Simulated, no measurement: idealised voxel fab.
Process module heading - voxel transistor to metal
Square cells of 5 nm make up the cross-section cut, whose width is 205 nm.
This document writes a cross-section as a grid whose cells are square, and gives it as bands, listed from the top down; one or more rows of cells form a band.
Quick guide to a band line: top height, bottom height (nm) up front; then every material left to right with its width in nm. Only one material and it's marked "full width"? Then it fills the band edge to edge. And "empty" just means empty space.
Basically, 0 is our baseline, since under it the wafer straight out of the box is all one material. The bottom band has no lower end and keeps on going down, so it looks like "0 down".
Width spec "30..40" -> top row of cells at first value, bottom row at second value, equal per-row change in between.
The cross-section has no changed cell in any step marked "nothing got changed".
Closed empty spaces (no open way to the top) of 8 cells or more are what "Enclosed void entries" lists, each as width x height at distance from the left edge, nm for all three.
Whatever follows a step's settings on its line is a remark the simulator itself makes about that step.
"overlay nm" denotes, for a step that has a mask, the displacement of the mask to the right of its planned place, with negative values corresponding to the left.
LISTED BELOW ARE THE PROCESS STEPS AS PLANNED
- 1: op RECEIVE | material Si
- 2: op CONFORMAL_DEP | material SiO2 | thk nm 5
- 3: op CONFORMAL_DEP | material SiN | thk nm 15
- 4: op PATTERN | tone cover | mask id ACTIVE | material resist | width nm 105 | thk nm 20 | overlay nm 0
- 5: op DIRECTIONAL_ETCH | etch materials SiN | depth nm 15
- 6: op DIRECTIONAL_ETCH | etch materials SiO2 | depth nm 5
- 7: op DIRECTIONAL_ETCH | etch materials Si | depth nm 20
- 8: op STRIP | etch materials resist
- 9: op FILL_DEP | material SiO2 | thk nm 15
- 10: op CMP | height nm 20
- 11: op SELECTIVE_ETCH | etch materials SiO2 | depth nm 10
- 12: op STRIP | etch materials SiN
- 13: op SELECTIVE_ETCH | etch materials SiO2 | depth nm 5
- 14: op OXIDIZE | depth nm 5
- 15: op DIRECTIONAL_DEP | material polySi | thk nm 20
- 16: op DIRECTIONAL_DEP | material SiCN | thk nm 15
- 17: op PATTERN | tone cover | mask id GATE | material resist | width nm 25 | thk nm 20 | overlay nm 0
- 18: op DIRECTIONAL_ETCH | etch materials SiCN | depth nm 25
- 19: op DIRECTIONAL_ETCH | etch materials polySi | depth nm 30
- 20: op STRIP | etch materials resist
- 21: op CONFORMAL_DEP | material SiN | thk nm 10
- 22: op DIRECTIONAL_ETCH | etch materials SiN | depth nm 10
- 23: op DIRECTIONAL_ETCH | etch materials SiO2 | depth nm 5
- 24: op DIRECTIONAL_ETCH | etch materials Si | depth nm 15
- 25: op EPI | material SiGe | thk nm 15
- 26: op FILL_DEP | material SiO2 | thk nm 5
- 27: op CMP | height nm 35
- 28: op DIRECTIONAL_DEP | material SiO2 | thk nm 15
- 29: op MASKED_ETCH | tone open | mask id CONTACT | width nm 15 | pitch nm 80 | etch materials SiO2 | depth nm 40 | overlay nm 0
- 30: op CONFORMAL_DEP | material TiN | thk nm 5
- 31: op FILL_DEP | material Ru | thk nm 5
- 32: op CMP | height nm 50
- 33: op CONFORMAL_DEP | material SiN | thk nm 5
- 34: op DIRECTIONAL_DEP | material lowk | thk nm 15
- 35: op DIRECTIONAL_DEP | material aC | thk nm 10
- 36: op PATTERN | tone open | mask id METAL_1 | material resist | width nm 15 | pitch nm 80 | thk nm 30 | overlay nm 0
- 37: op DIRECTIONAL_ETCH | etch materials aC | depth nm 10
- 38: op STRIP | etch materials resist
- 39: op DIRECTIONAL_ETCH | etch materials lowk | depth nm 15
- 40: op DIRECTIONAL_ETCH | etch materials SiN | depth nm 5
- 41: op STRIP | etch materials aC
- 42: op CONFORMAL_DEP | material TiN | thk nm 5
- 43: op FILL_DEP | material Cu | thk nm 10
- 44: op CMP | height nm 70
- 45: op CONFORMAL_DEP | material SiCN | thk nm 5
- 46: op DIRECTIONAL_DEP | material lowk | thk nm 30
- 47: op DIRECTIONAL_DEP | material aC | thk nm 15
- 48: op PATTERN | tone open | mask id METAL_2 | material resist | width nm 15 | pitch nm 80 | thk nm 30 | overlay nm 0
- 49: op DIRECTIONAL_ETCH | etch materials aC | depth nm 15
- 50: op STRIP | etch materials resist
- 51: op DIRECTIONAL_ETCH | etch materials lowk | depth nm 20
- 52: op STRIP | etch materials aC
- 53: op MASKED_ETCH | tone open | mask id METAL_2_HOLES | width nm 15 | pitch nm 80 | etch materials lowk | depth nm 10 | overlay nm 0
- 54: op MASKED_ETCH | tone open | mask id METAL_2_HOLES | width nm 15 | pitch nm 80 | etch materials SiCN | depth nm 5 | overlay nm 0
- 55: op CONFORMAL_DEP | material TiN | thk nm 5
- 56: op FILL_DEP | material Cu | thk nm 10
- 57: op CMP | height nm 105
- 58: op CONFORMAL_DEP | material SiN | thk nm 5
SHOWN IN CROSS-SECTION IS THE WAFER AS RECEIVED, THAT IS, AS IT STANDS AFTER STEP 1
0 down | Si full width
Enclosed void entries: none
RESULT OF THE MODULE, CROSS-SECTIONED: START PER ABOVE, PLAN PER ABOVE, ONE ERROR IN HOW IT WAS RUN
110 to 105 | SiN full width
105 to 75 | lowk 55 nm, TiN 5 nm, Cu 5 nm, TiN 5 nm, lowk 65 nm, TiN 5 nm, Cu 5 nm, TiN 5 nm, lowk 55 nm
75 to 70 | SiCN 55 nm, TiN 15 nm, SiCN 65 nm, TiN 15 nm, SiCN 55 nm
70 to 60 | lowk 55 nm, TiN 5 nm, Cu 5 nm, TiN 5 nm, lowk 65 nm, TiN 5 nm, Cu 5 nm, TiN 5 nm, lowk 55 nm
60 to 55 | lowk 55 nm, TiN 15 nm, lowk 65 nm, TiN 15 nm, lowk 55 nm
55 to 50 | Cu full width
50 to 35 | SiO2 55 nm, TiN 5 nm, Ru 5 nm, TiN 5 nm, SiO2 65 nm, TiN 5 nm, Ru 5 nm, TiN 5 nm, SiO2 55 nm
35 to 20 | SiO2 55 nm, TiN 5 nm, Ru 5 nm, TiN 5 nm, SiO2 10 nm, SiN 10 nm, SiCN 25 nm, SiN 10 nm, SiO2 10 nm, TiN 5 nm, Ru 5 nm, TiN 5 nm, SiO2 55 nm
20 to 15 | SiO2 55 nm, TiN 5 nm, Ru 5 nm, TiN 5 nm, SiO2 10 nm, SiN 10 nm, polySi 25 nm, SiN 10 nm, SiO2 10 nm, TiN 5 nm, Ru 5 nm, TiN 5 nm, SiO2 55 nm
15 to 10 | SiO2 55 nm, TiN 15 nm, SiO2 10 nm, SiN 10 nm, polySi 25 nm, SiN 10 nm, SiO2 10 nm, TiN 15 nm, SiO2 55 nm
10 to 5 | SiO2 50 nm, SiGe 30 nm, SiN 10 nm, polySi 25 nm, SiN 10 nm, SiGe 30 nm, SiO2 50 nm
5 to 0 | SiO2 45 nm, SiN 10 nm, SiGe 25 nm, SiN 10 nm, polySi 25 nm, SiN 10 nm, SiGe 25 nm, SiN 10 nm, SiO2 45 nm
0 to -5 | SiO2 55 nm, SiGe 25 nm, SiO2 45 nm, SiGe 25 nm, SiO2 55 nm
-5 to -20 | SiO2 50 nm, Si 5 nm, SiGe 25 nm, Si 45 nm, SiGe 25 nm, Si 5 nm, SiO2 50 nm
-20 down | Si full width
Enclosed void entries: none
Deviation from plan: rather than as planned, step 33 actually ran as op CONFORMAL_DEP | material Cu | thk nm 5
